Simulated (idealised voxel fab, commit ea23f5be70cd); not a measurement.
A process module follows: voxel air gaps.
Square cell edge 5 nm, section width 240 nm, ID cut.
We lay out every cross-section as a grid of square cells and spell it out in bands from the top down, where one band means one or more rows of cells.
What a band's entry tells you: where the top is and where the bottom is, as heights in nm, and after that what lies inside, material by material from left to right, each with its width in nm. Empty space is written as the word "air", and a single material marked with the word "everywhere" occupies the band from edge to edge.
Zero point of the height axis is 0; under it, received wafer = one material. Lowest band: continues down indefinitely, "0 -> down".
So if you see something like "30..40" for the width, read it as the top row of the band sitting at the first number and the bottom row at the second, with every row in between moving by the same amount as the last.
Take "no alteration" at face value: in the step it is given for, the cross-section changed in none of its cells.
Empty spaces counting at least 8 cells and having no open way to the top are listed in "Trapped void list". The notation width x height at distance is used for each, the distance being from the left edge and all three values in nm.
Heads up: the bit after the settings on a step's line is the simulator's remark on that step.
overlay nm: mask right of planned place by this much (step with mask). Neg. = left.
Steps planned for the process:
1) op RECEIVE | material Si
2) op CONFORMAL_DEP | material SiO2 | thk nm 15
3) op CONFORMAL_DEP | material SiCN | thk nm 5
4) op DIRECTIONAL_DEP | material SiO2 | thk nm 40
5) op PATTERN | tone open | mask id LINES | material resist | width nm 15 | pitch nm 40 | thk nm 20 | overlay nm 0
6) op DIRECTIONAL_ETCH | etch materials SiO2 | depth nm 40
7) op STRIP | etch materials resist
8) op CONFORMAL_DEP | material TiN | thk nm 5
9) op FILL_DEP | material Cu | thk nm 5
10) op CMP | height nm 60
11) op EPI | material Ru | thk nm 10
12) op SELECTIVE_ETCH | etch materials SiO2 | depth nm 50
13) op CONFORMAL_DEP | material SiCN | thk nm 5
The wafers are alike at the start. At step 5, their width nm differs. The plan lists the first wafer's value.
Cross-section of the first of several received wafers, showing its state after step 1:
    0 -> down: Si everywhere
    Trapped void list: none
End-of-module cross-section, first of several wafers, after last step 13:
    75 -> 70: air 35 nm / SiCN 165 nm / air 40 nm
    70 -> 60: air 35 nm / SiCN 5 nm / Ru 35 nm / SiCN 5 nm / Ru 35 nm / SiCN 5 nm / Ru 35 nm / SiCN 5 nm / Ru 35 nm / SiCN 5 nm / air 40 nm
    60 -> 55: air 35 nm / SiCN 15 nm / TiN 5 nm / Cu 5 nm / TiN 5 nm / SiCN 25 nm / TiN 5 nm / Cu 5 nm / TiN 5 nm / SiCN 25 nm / TiN 5 nm / Cu 5 nm / TiN 5 nm / SiCN 25 nm / TiN 5 nm / Cu 5 nm / TiN 5 nm / SiCN 15 nm / air 40 nm
    55 -> 25: air 45 nm / SiCN 5 nm / TiN 5 nm / Cu 5 nm / TiN 5 nm / SiCN 5 nm / air 15 nm / SiCN 5 nm / TiN 5 nm / Cu 5 nm / TiN 5 nm / SiCN 5 nm / air 15 nm / SiCN 5 nm / TiN 5 nm / Cu 5 nm / TiN 5 nm / SiCN 5 nm / air 15 nm / SiCN 5 nm / TiN 5 nm / Cu 5 nm / TiN 5 nm / SiCN 5 nm / air 50 nm
    25 -> 20: SiCN 50 nm / TiN 15 nm / SiCN 25 nm / TiN 15 nm / SiCN 25 nm / TiN 15 nm / SiCN 25 nm / TiN 15 nm / SiCN 55 nm
    20 -> 15: SiCN everywhere
    15 -> 0: SiO2 everywhere
    0 -> down: Si everywhere
    Trapped void list: 15 x 30 at 70; 15 x 30 at 110; 15 x 30 at 150
Last wafer, end of module, cross-section:
    75 -> 70: air 30 nm / SiCN 175 nm / air 35 nm
    70 -> 60: air 30 nm / SiCN 5 nm / Ru 165 nm / SiCN 5 nm / air 35 nm
    60 -> 55: air 30 nm / SiCN 15 nm / TiN 5 nm / Cu 15 nm / TiN 5 nm / SiO2 15 nm / TiN 5 nm / Cu 15 nm / TiN 5 nm / SiO2 15 nm / TiN 5 nm / Cu 15 nm / TiN 5 nm / SiO2 15 nm / TiN 5 nm / Cu 15 nm / TiN 5 nm / SiCN 15 nm / air 35 nm
    55 -> 25: air 40 nm / SiCN 5 nm / TiN 5 nm / Cu 15 nm / TiN 5 nm / SiO2 15 nm / TiN 5 nm / Cu 15 nm / TiN 5 nm / SiO2 15 nm / TiN 5 nm / Cu 15 nm / TiN 5 nm / SiO2 15 nm / TiN 5 nm / Cu 15 nm / TiN 5 nm / SiCN 5 nm / air 45 nm
    25 -> 20: SiCN 45 nm / TiN 25 nm / SiO2 15 nm / TiN 25 nm / SiO2 15 nm / TiN 25 nm / SiO2 15 nm / TiN 25 nm / SiCN 50 nm
    20 -> 15: SiCN everywhere
    15 -> 0: SiO2 everywhere
    0 -> down: Si everywhere
    Trapped void list: none
each wafer at the end: cells of each material gained (+) or lost (-) since it was received, then its closed voids:
width nm 15, +28 Cu, +56 Ru, +196 SiCN, +144 SiO2, +68 TiN, Trapped void list: 15 x 30 at 70; 15 x 30 at 110; 15 x 30 at 150
width nm 20, +56 Cu, +64 Ru, +124 SiCN, +240 SiO2, +72 TiN, Trapped void list: none
width nm 25, +84 Cu, +66 Ru, +124 SiCN, +216 SiO2, +76 TiN, Trapped void list: none
